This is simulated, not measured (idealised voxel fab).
This is a process module. Its name is voxel plated lines.
FYI the section here is cut, 165 nm wide, cells are 5 nm squares.
The cross-sections in this document take the form of a grid made of square cells. They are written out as bands, in order from top to bottom. Each band consists of one or more rows of cells.
A band entry consists of two parts. The first gives the height of the band's top and the height of its bottom, in nm. The rest lists the band's materials from left to right, each with its width in nm. A single material labelled with the word "throughout" fills the band from edge to edge, and the word "air" marks empty space.
Ref level 0: as-received wafer is one material below here. Bottom band extends down with no lower bound ("from 0 down").
Read "30->40" as a graded width: first number on top, second number at the bottom, same change between each pair of neighbouring rows.
Basically "everything unchanged" means that step didn't change any cell in the cross-section.
Trapped void list: empty space of 8 cells or more with no open way to the top, each as width x height at its distance from the left edge, in nm
Past the settings on a step's line: simulator remark, on that step.
overlay nm, on a step with a mask: how far to the right of its planned place the mask lay; to the left if negative
[List of planned process steps]
| 1 | RECEIVE: material Si |
| 2 | CONFORMAL_DEP: material Al2O3, thk nm 10 |
| 3 | DIRECTIONAL_DEP: material TiN, thk nm 5 |
| 4 | PATTERN: tone open, mask id LINES, material resist, width nm 15, pitch nm 40, thk nm 35, overlay nm 0 |
| 5 | EPI: material Ru, thk nm 5 |
| 6 | EPI: material Ru, thk nm 10 |
| 7 | EPI: material Ru, thk nm 10 |
| 8 | STRIP: etch materials resist |
| 9 | DIRECTIONAL_ETCH: etch materials TiN, depth nm 5 |
| 10 | CONFORMAL_DEP: material SiO2, thk nm 10 |
[Cross-section, incoming material, after step 1]
* from 0 down  Si throughout
* Trapped void list: none
[One mistake in running the module, otherwise start and plan as above: cross-section at the end]
* from 50 to 40  SiO2 throughout
* from 40 to 15  Ru (35); SiO2 (15); Ru (25); SiO2 (15); Ru (25); SiO2 (15); Ru (35)
* from 15 to 10  TiN (35); SiO2 (15); TiN (25); SiO2 (15); TiN (25); SiO2 (15); TiN (35)
* from 10 to 0  Al2O3 throughout
* from 0 down  Si throughout
* Trapped void list: none
In executing the process, a mistake was made relative to the plan: for step 4, the planned setting was not used; the step was instead run as PATTERN: tone cover, mask id LINES, material resist, width nm 15, pitch nm 40, thk nm 35, overlay nm 0
